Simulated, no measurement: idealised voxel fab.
Proc. module: voxel capacitor over wiring
We display cut, a cross-section 255 nm in width whose square cells are each 5 nm.
Think of the cross-section as a grid of square cells. We describe it in bands, top to bottom, and each band covers one or more rows of those cells. Top height, bottom height, nm. Materials left to right, width each, nm. Single material + "throughout" = fills band edge to edge. "empty" = empty. Note: height 0 marks the level under which the wafer is uniformly one material as received. Lowest band unbounded below, written "0 and below". Per-row width for "30 to 40": begins at first number (top row of band), ends at second number (bottom row), increment between rows held constant. A step reported as "nothing was modified" is a step in which no cell of the cross-section changed. Heads up: "Entrapped voids" only lists the empty pockets with no open path to the top that are 8 cells or more, and it writes them as width x height at distance, distance from the left edge, in nm. Read whatever lies past the settings on a step's line as the simulator's own remark about the step. "overlay nm", when on a step's line for a step with a mask, measures how far to the right of its planned place the mask lay; a negative measure means to the left.
**Listed below are the process steps as planned**
1 RECEIVE (material Si)
2 CONFORMAL_DEP (material SiO2; thk nm 15)
3 CONFORMAL_DEP (material SiN; thk nm 5)
4 DIRECTIONAL_DEP (material lowk; thk nm 25)
5 DIRECTIONAL_DEP (material aC; thk nm 10)
6 PATTERN (tone open; mask id METAL_1; material resist; width nm 25; pitch nm 95; thk nm 25; overlay nm 0)
7 DIRECTIONAL_ETCH (etch materials aC; depth nm 10)
8 STRIP (etch materials resist)
9 DIRECTIONAL_ETCH (etch materials lowk; depth nm 25)
10 DIRECTIONAL_ETCH (etch materials SiN; depth nm 5)
11 STRIP (etch materials aC)
12 CONFORMAL_DEP (material TiN; thk nm 5)
13 FILL_DEP (material Cu; thk nm 10)
14 CMP (height nm 45)
15 CONFORMAL_DEP (material SiCN; thk nm 5)
16 DIRECTIONAL_DEP (material SiO2; thk nm 10)
17 PATTERN (tone open; mask id PLUG_1; material resist; width nm 15; thk nm 15; overlay nm 0)
18 DIRECTIONAL_ETCH (etch materials SiO2; depth nm 10)
19 DIRECTIONAL_ETCH (etch materials SiCN; depth nm 5)
20 STRIP (etch materials resist)
21 CONFORMAL_DEP (material TiN; thk nm 5)
22 FILL_DEP (material W; thk nm 10)
23 CMP (height nm 60)
24 DIRECTIONAL_DEP (material TiN; thk nm 10)
25 DIRECTIONAL_DEP (material SiN; thk nm 5)
26 DIRECTIONAL_DEP (material TiN; thk nm 10)
27 DIRECTIONAL_DEP (material aC; thk nm 10)
28 PATTERN (tone cover; mask id UPPER_PLATE; material resist; width nm 75; thk nm 25; overlay nm 0)
29 DIRECTIONAL_ETCH (etch materials aC; depth nm 10)
30 STRIP (etch materials resist)
31 DIRECTIONAL_ETCH (etch materials TiN; depth nm 10)
32 DIRECTIONAL_ETCH (etch materials SiN; depth nm 5)
33 STRIP (etch materials aC)
34 DIRECTIONAL_DEP (material aC; thk nm 15)
35 PATTERN (tone cover; mask id LOWER_PLATE; material resist; width nm 85; thk nm 30; overlay nm 0)
36 DIRECTIONAL_ETCH (etch materials aC; depth nm 15)
37 STRIP (etch materials resist)
38 DIRECTIONAL_ETCH (etch materials TiN; depth nm 10)
39 STRIP (etch materials aC)
40 FILL_DEP (material SiO2; thk nm 15)
41 CMP (height nm 95)
42 DIRECTIONAL_DEP (material aC; thk nm 10)
43 PATTERN (tone open; mask id PLUG_2; material resist; width nm 15; thk nm 25; overlay nm 0)
44 DIRECTIONAL_ETCH (etch materials aC; depth nm 10)
45 STRIP (etch materials resist)
46 DIRECTIONAL_ETCH (etch materials SiO2; depth nm 10)
47 STRIP (etch materials aC)
48 CONFORMAL_DEP (material TiN; thk nm 5)
49 FILL_DEP (material Cu; thk nm 5)
50 CMP (height nm 95)
51 CONFORMAL_DEP (material SiN; thk nm 5)
**First of two wafers - as planned**
**Shown in cross-section is the wafer as received, that is, as it stands after step 1**
- 0 and below  Si throughout
- Entrapped voids: none
**Wafer xsec, post step 2**
- 15 down to 0  SiO2 throughout
- Nothing below the height 0 has changed.
**Wafer xsec, post step 3**
- 20 down to 15  SiN throughout
- Nothing below the height 15 has changed.
**Wafer xsec, post step 4**
- 45 down to 20  lowk throughout
- Nothing below the height 20 has changed.
**Wafer xsec, post step 5**
- 55 down to 45  aC throughout
- Nothing below the height 45 has changed.
**Wafer xsec, post step 6**
- 80 down to 55  65 nm resist, then 25 nm empty, then 70 nm resist, then 25 nm empty, then 70 nm resist
- Nothing below the height 55 has changed.
**Wafer xsec, post step 7**
- 70 down to 55  65 nm resist, then 25 nm empty, then 70 nm resist, then 25 nm empty, then 70 nm resist
- 55 down to 45  65 nm aC, then 25 nm empty, then 70 nm aC, then 25 nm empty, then 70 nm aC
- Nothing below the height 45 has changed.
**Wafer xsec, post step 8**
- 55 down to 45  65 nm aC, then 25 nm empty, then 70 nm aC, then 25 nm empty, then 70 nm aC
- Nothing below the height 45 has changed.
**Wafer xsec, post step 9**
- 55 down to 45  65 nm aC, then 25 nm empty, then 70 nm aC, then 25 nm empty, then 70 nm aC
- 45 down to 20  65 nm lowk, then 25 nm empty, then 70 nm lowk, then 25 nm empty, then 70 nm lowk
- Nothing below the height 20 has changed.
**Wafer xsec, post step 10**
- 55 down to 45  65 nm aC, then 25 nm empty, then 70 nm aC, then 25 nm empty, then 70 nm aC
- 45 down to 20  65 nm lowk, then 25 nm empty, then 70 nm lowk, then 25 nm empty, then 70 nm lowk
- 20 down to 15  65 nm SiN, then 25 nm empty, then 70 nm SiN, then 25 nm empty, then 70 nm SiN
- Nothing below the height 15 has changed.
**Wafer xsec, post step 11**
- 45 down to 20  65 nm lowk, then 25 nm empty, then 70 nm lowk, then 25 nm empty, then 70 nm lowk
- Nothing below the height 20 has changed.
**Wafer xsec, post step 12**
- 50 down to 45  70 nm TiN, then 15 nm empty, then 80 nm TiN, then 15 nm empty, then 75 nm TiN
- 45 down to 20  65 nm lowk, then 5 nm TiN, then 15 nm empty, then 5 nm TiN, then 70 nm lowk, then 5 nm TiN, then 15 nm empty, then 5 nm TiN, then 70 nm lowk
- 20 down to 15  65 nm SiN, then 25 nm TiN, then 70 nm SiN, then 25 nm TiN, then 70 nm SiN
- Nothing below the height 15 has changed.
**Wafer xsec, post step 13**
- 60 down to 50  Cu throughout
- 50 down to 45  70 nm TiN, then 15 nm Cu, then 80 nm TiN, then 15 nm Cu, then 75 nm TiN
- 45 down to 20  65 nm lowk, then 5 nm TiN, then 15 nm Cu, then 5 nm TiN, then 70 nm lowk, then 5 nm TiN, then 15 nm Cu, then 5 nm TiN, then 70 nm lowk
- Nothing below the height 20 has changed.
**Wafer xsec, post step 14**
- 45 down to 20  65 nm lowk, then 5 nm TiN, then 15 nm Cu, then 5 nm TiN, then 70 nm lowk, then 5 nm TiN, then 15 nm Cu, then 5 nm TiN, then 70 nm lowk
- Nothing below the height 20 has changed.
**Wafer xsec, post step 15**
- 50 down to 45  SiCN throughout
- Nothing below the height 45 has changed.
**Wafer xsec, post step 16**
- 60 down to 50  SiO2 throughout
- Nothing below the height 50 has changed.
**Wafer xsec, post step 17**
- 75 down to 60  75 nm resist, then 15 nm empty, then 165 nm resist
- Nothing below the height 60 has changed.
**Wafer xsec, post step 18**
- 75 down to 60  75 nm resist, then 15 nm empty, then 165 nm resist
- 60 down to 50  75 nm SiO2, then 15 nm empty, then 165 nm SiO2
- Nothing below the height 50 has changed.
**Wafer xsec, post step 19**
- 75 down to 60  75 nm resist, then 15 nm empty, then 165 nm resist
- 60 down to 50  75 nm SiO2, then 15 nm empty, then 165 nm SiO2
- 50 down to 45  75 nm SiCN, then 15 nm empty, then 165 nm SiCN
- Nothing below the height 45 has changed.
**Wafer xsec, post step 20**
- 60 down to 50  75 nm SiO2, then 15 nm empty, then 165 nm SiO2
- Nothing below the height 50 has changed.
**Wafer xsec, post step 21**
- 65 down to 60  80 nm TiN, then 5 nm empty, then 170 nm TiN
- 60 down to 50  75 nm SiO2, then 5 nm TiN, then 5 nm empty, then 5 nm TiN, then 165 nm SiO2
- 50 down to 45  75 nm SiCN, then 15 nm TiN, then 165 nm SiCN
- Nothing below the height 45 has changed.
**Wafer xsec, post step 22**
- 75 down to 65  W throughout
- 65 down to 60  80 nm TiN, then 5 nm W, then 170 nm TiN
- 60 down to 50  75 nm SiO2, then 5 nm TiN, then 5 nm W, then 5 nm TiN, then 165 nm SiO2
- Nothing below the height 50 has changed.
**Wafer xsec, post step 23**
- 60 down to 50  75 nm SiO2, then 5 nm TiN, then 5 nm W, then 5 nm TiN, then 165 nm SiO2
- Nothing below the height 50 has changed.
**Wafer xsec, post step 24**
- 70 down to 60  TiN throughout
- Nothing below the height 60 has changed.
**Wafer xsec, post step 25**
- 75 down to 70  SiN throughout
- Nothing below the height 70 has changed.
**Wafer xsec, post step 26**
- 85 down to 75  TiN throughout
- Nothing below the height 75 has changed.
**Wafer xsec, post step 27**
- 95 down to 85  aC throughout
- Nothing below the height 85 has changed.
**Wafer xsec, post step 28**
- 120 down to 95  75 nm empty, then 75 nm resist, then 105 nm empty
- Nothing below the height 95 has changed.
**Wafer xsec, post step 29**
- 110 down to 95  75 nm empty, then 75 nm resist, then 105 nm empty
- 95 down to 85  75 nm empty, then 75 nm aC, then 105 nm empty
- Nothing below the height 85 has changed.
**Wafer xsec, post step 30**
- 95 down to 85  75 nm empty, then 75 nm aC, then 105 nm empty
- Nothing below the height 85 has changed.
**Wafer xsec, post step 31**
- 95 down to 85  75 nm empty, then 75 nm aC, then 105 nm empty
- 85 down to 75  75 nm empty, then 75 nm TiN, then 105 nm empty
- Nothing below the height 75 has changed.
**Wafer xsec, post step 32**
- 95 down to 85  75 nm empty, then 75 nm aC, then 105 nm empty
- 85 down to 75  75 nm empty, then 75 nm TiN, then 105 nm empty
- 75 down to 70  75 nm empty, then 75 nm SiN, then 105 nm empty
- Nothing below the height 70 has changed.
**Wafer xsec, post step 33**
- 85 down to 75  75 nm empty, then 75 nm TiN, then 105 nm empty
- Nothing below the height 75 has changed.
**Wafer xsec, post step 34**
- 100 down to 85  75 nm empty, then 75 nm aC, then 105 nm empty
- 85 down to 75  75 nm aC, then 75 nm TiN, then 105 nm aC
- 75 down to 70  75 nm aC, then 75 nm SiN, then 105 nm aC
- Nothing below the height 70 has changed.
**Wafer xsec, post step 35**
- 130 down to 100  70 nm empty, then 85 nm resist, then 100 nm empty
- 100 down to 85  70 nm empty, then 5 nm resist, then 75 nm aC, then 5 nm resist, then 100 nm empty
- Nothing below the height 85 has changed.
**Wafer xsec, post step 36**
- 115 down to 100  70 nm empty, then 85 nm resist, then 100 nm empty
- 100 down to 85  70 nm empty, then 5 nm resist, then 75 nm aC, then 5 nm resist, then 100 nm empty
- 85 down to 75  70 nm empty, then 5 nm aC, then 75 nm TiN, then 5 nm aC, then 100 nm empty
- 75 down to 70  70 nm empty, then 5 nm aC, then 75 nm SiN, then 5 nm aC, then 100 nm empty
- Nothing below the height 70 has changed.
**Wafer xsec, post step 37**
- 100 down to 85  75 nm empty, then 75 nm aC, then 105 nm empty
- Nothing below the height 85 has changed.
**Wafer xsec, post step 38**
- 100 down to 85  75 nm empty, then 75 nm aC, then 105 nm empty
- 85 down to 75  70 nm empty, then 5 nm aC, then 75 nm TiN, then 5 nm aC, then 100 nm empty
- 75 down to 70  70 nm empty, then 5 nm aC, then 75 nm SiN, then 5 nm aC, then 100 nm empty
- 70 down to 60  70 nm empty, then 85 nm TiN, then 100 nm empty
- Nothing below the height 60 has changed.
**Wafer xsec, post step 39**
- 85 down to 75  75 nm empty, then 75 nm TiN, then 105 nm empty
- 75 down to 70  75 nm empty, then 75 nm SiN, then 105 nm empty
- Nothing below the height 70 has changed.
**Wafer xsec, post step 40**
- 100 down to 85  SiO2 throughout
- 85 down to 75  75 nm SiO2, then 75 nm TiN, then 105 nm SiO2
- 75 down to 70  75 nm SiO2, then 75 nm SiN, then 105 nm SiO2
- 70 down to 60  70 nm SiO2, then 85 nm TiN, then 100 nm SiO2
- Nothing below the height 60 has changed.
**Wafer xsec, post step 41**
- 95 down to 85  SiO2 throughout
- Nothing below the height 85 has changed.
**Wafer xsec, post step 42**
- 105 down to 95  aC throughout
- Nothing below the height 95 has changed.
**Wafer xsec, post step 43**
- 130 down to 105  85 nm resist, then 15 nm empty, then 155 nm resist
- Nothing below the height 105 has changed.
**Wafer xsec, post step 44**
- 120 down to 105  85 nm resist, then 15 nm empty, then 155 nm resist
- 105 down to 95  85 nm aC, then 15 nm empty, then 155 nm aC
- Nothing below the height 95 has changed.
**Wafer xsec, post step 45**
- 105 down to 95  85 nm aC, then 15 nm empty, then 155 nm aC
- Nothing below the height 95 has changed.
**Wafer xsec, post step 46**
- 105 down to 95  85 nm aC, then 15 nm empty, then 155 nm aC
- 95 down to 85  85 nm SiO2, then 15 nm empty, then 155 nm SiO2
- Nothing below the height 85 has changed.
**Wafer xsec, post step 47**
- 95 down to 85  85 nm SiO2, then 15 nm empty, then 155 nm SiO2
- Nothing below the height 85 has changed.
**Wafer xsec, post step 48**
- 100 down to 95  90 nm TiN, then 5 nm empty, then 160 nm TiN
- 95 down to 90  85 nm SiO2, then 5 nm TiN, then 5 nm empty, then 5 nm TiN, then 155 nm SiO2
- 90 down to 85  85 nm SiO2, then 15 nm TiN, then 155 nm SiO2
- Nothing below the height 85 has changed.
**Wafer xsec, post step 49**
- 105 down to 100  Cu throughout
- 100 down to 95  90 nm TiN, then 5 nm Cu, then 160 nm TiN
- 95 down to 90  85 nm SiO2, then 5 nm TiN, then 5 nm Cu, then 5 nm TiN, then 155 nm SiO2
- Nothing below the height 90 has changed.
**Wafer xsec, post step 50**
- 95 down to 90  85 nm SiO2, then 5 nm TiN, then 5 nm Cu, then 5 nm TiN, then 155 nm SiO2
- Nothing below the height 90 has changed.
**Wafer xsec, post step 51**
- 100 down to 95  SiN throughout
- Nothing below the height 95 has changed.
**Wafer two. Identical start, identical plan. One mistake in execution. Identical history through step 27**
**Cross-section of the second wafer at the time step 28 of the plan should have ended**
- 120 down to 95  80 nm empty, then 70 nm resist, then 105 nm empty
- Nothing below the height 95 has changed.
**Cross-section of the second wafer at the time step 29 of the plan should have ended**
- 110 down to 95  80 nm empty, then 70 nm resist, then 105 nm empty
- 95 down to 85  80 nm empty, then 70 nm aC, then 105 nm empty
- Nothing below the height 85 has changed.
**Cross-section of the second wafer at the time step 30 of the plan should have ended**
- 95 down to 85  80 nm empty, then 70 nm aC, then 105 nm empty
- Nothing below the height 85 has changed.
**Cross-section of the second wafer at the time step 31 of the plan should have ended**
- 95 down to 85  80 nm empty, then 70 nm aC, then 105 nm empty
- 85 down to 75  80 nm empty, then 70 nm TiN, then 105 nm empty
- Nothing below the height 75 has changed.
**Cross-section of the second wafer at the time step 32 of the plan should have ended**
- 95 down to 85  80 nm empty, then 70 nm aC, then 105 nm empty
- 85 down to 75  80 nm empty, then 70 nm TiN, then 105 nm empty
- 75 down to 70  80 nm empty, then 70 nm SiN, then 105 nm empty
- Nothing below the height 70 has changed.
**Cross-section of the second wafer at the time step 33 of the plan should have ended**
- 85 down to 75  80 nm empty, then 70 nm TiN, then 105 nm empty
- Nothing below the height 75 has changed.
**Cross-section of the second wafer at the time step 34 of the plan should have ended**
- 100 down to 85  80 nm empty, then 70 nm aC, then 105 nm empty
- 85 down to 75  80 nm aC, then 70 nm TiN, then 105 nm aC
- 75 down to 70  80 nm aC, then 70 nm SiN, then 105 nm aC
- Nothing below the height 70 has changed.
**Cross-section of the second wafer at the time step 35 of the plan should have ended**
- 130 down to 100  70 nm empty, then 85 nm resist, then 100 nm empty
- 100 down to 85  70 nm empty, then 10 nm resist, then 70 nm aC, then 5 nm resist, then 100 nm empty
- Nothing below the height 85 has changed.
**Cross-section of the second wafer at the time step 36 of the plan should have ended**
- 115 down to 100  70 nm empty, then 85 nm resist, then 100 nm empty
- 100 down to 85  70 nm empty, then 10 nm resist, then 70 nm aC, then 5 nm resist, then 100 nm empty
- 85 down to 75  70 nm empty, then 10 nm aC, then 70 nm TiN, then 5 nm aC, then 100 nm empty
- 75 down to 70  70 nm empty, then 10 nm aC, then 70 nm SiN, then 5 nm aC, then 100 nm empty
- Nothing below the height 70 has changed.
**Cross-section of the second wafer at the time step 37 of the plan should have ended**
- 100 down to 85  80 nm empty, then 70 nm aC, then 105 nm empty
- Nothing below the height 85 has changed.
**Cross-section of the second wafer at the time step 38 of the plan should have ended**
- 100 down to 85  80 nm empty, then 70 nm aC, then 105 nm empty
- 85 down to 75  70 nm empty, then 10 nm aC, then 70 nm TiN, then 5 nm aC, then 100 nm empty
- 75 down to 70  70 nm empty, then 10 nm aC, then 70 nm SiN, then 5 nm aC, then 100 nm empty
- 70 down to 60  70 nm empty, then 85 nm TiN, then 100 nm empty
- Nothing below the height 60 has changed.
**Cross-section of the second wafer at the time step 39 of the plan should have ended**
- 85 down to 75  80 nm empty, then 70 nm TiN, then 105 nm empty
- 75 down to 70  80 nm empty, then 70 nm SiN, then 105 nm empty
- Nothing below the height 70 has changed.
**Cross-section of the second wafer at the time step 40 of the plan should have ended**
- 100 down to 85  SiO2 throughout
- 85 down to 75  80 nm SiO2, then 70 nm TiN, then 105 nm SiO2
- 75 down to 70  80 nm SiO2, then 70 nm SiN, then 105 nm SiO2
- 70 down to 60  70 nm SiO2, then 85 nm TiN, then 100 nm SiO2
- Nothing below the height 60 has changed.
**Cross-section of the second wafer at the time step 41 of the plan should have ended**
- 95 down to 85  SiO2 throughout
- Nothing below the height 85 has changed.
**Cross-section of the second wafer at the time step 42 of the plan should have ended**
- 105 down to 95  aC throughout
- Nothing below the height 95 has changed.
**Cross-section of the second wafer at the time step 43 of the plan should have ended**
- 130 down to 105  85 nm resist, then 15 nm empty, then 155 nm resist
- Nothing below the height 105 has changed.
**Cross-section of the second wafer at the time step 44 of the plan should have ended**
- 120 down to 105  85 nm resist, then 15 nm empty, then 155 nm resist
- 105 down to 95  85 nm aC, then 15 nm empty, then 155 nm aC
- Nothing below the height 95 has changed.
**Cross-section of the second wafer at the time step 45 of the plan should have ended**
- 105 down to 95  85 nm aC, then 15 nm empty, then 155 nm aC
- Nothing below the height 95 has changed.
**Cross-section of the second wafer at the time step 46 of the plan should have ended**
- 105 down to 95  85 nm aC, then 15 nm empty, then 155 nm aC
- 95 down to 85  85 nm SiO2, then 15 nm empty, then 155 nm SiO2
- Nothing below the height 85 has changed.
**Cross-section of the second wafer at the time step 47 of the plan should have ended**
- 95 down to 85  85 nm SiO2, then 15 nm empty, then 155 nm SiO2
- Nothing below the height 85 has changed.
**Cross-section of the second wafer at the time step 48 of the plan should have ended**
- 100 down to 95  90 nm TiN, then 5 nm empty, then 160 nm TiN
- 95 down to 90  85 nm SiO2, then 5 nm TiN, then 5 nm empty, then 5 nm TiN, then 155 nm SiO2
- 90 down to 85  85 nm SiO2, then 15 nm TiN, then 155 nm SiO2
- Nothing below the height 85 has changed.
**Cross-section of the second wafer at the time step 49 of the plan should have ended**
- 105 down to 100  Cu throughout
- 100 down to 95  90 nm TiN, then 5 nm Cu, then 160 nm TiN
- 95 down to 90  85 nm SiO2, then 5 nm TiN, then 5 nm Cu, then 5 nm TiN, then 155 nm SiO2
- Nothing below the height 90 has changed.
**Cross-section of the second wafer at the time step 50 of the plan should have ended**
- 95 down to 90  85 nm SiO2, then 5 nm TiN, then 5 nm Cu, then 5 nm TiN, then 155 nm SiO2
- Nothing below the height 90 has changed.
**Cross-section of the second wafer at the time step 51 of the plan should have ended**
- 100 down to 95  SiN throughout
- Nothing below the height 95 has changed.
Nonconformance to the process plan: for step 28, the planned setting was not used; the step was instead run as PATTERN (tone cover; mask id UPPER_PLATE; material resist; width nm 70; thk nm 25; overlay nm 0)
The second wafer ends with more or fewer cells of some materials than the first, per final count: 1 fewer of SiN, 3 more of SiO2, 2 fewer of TiN
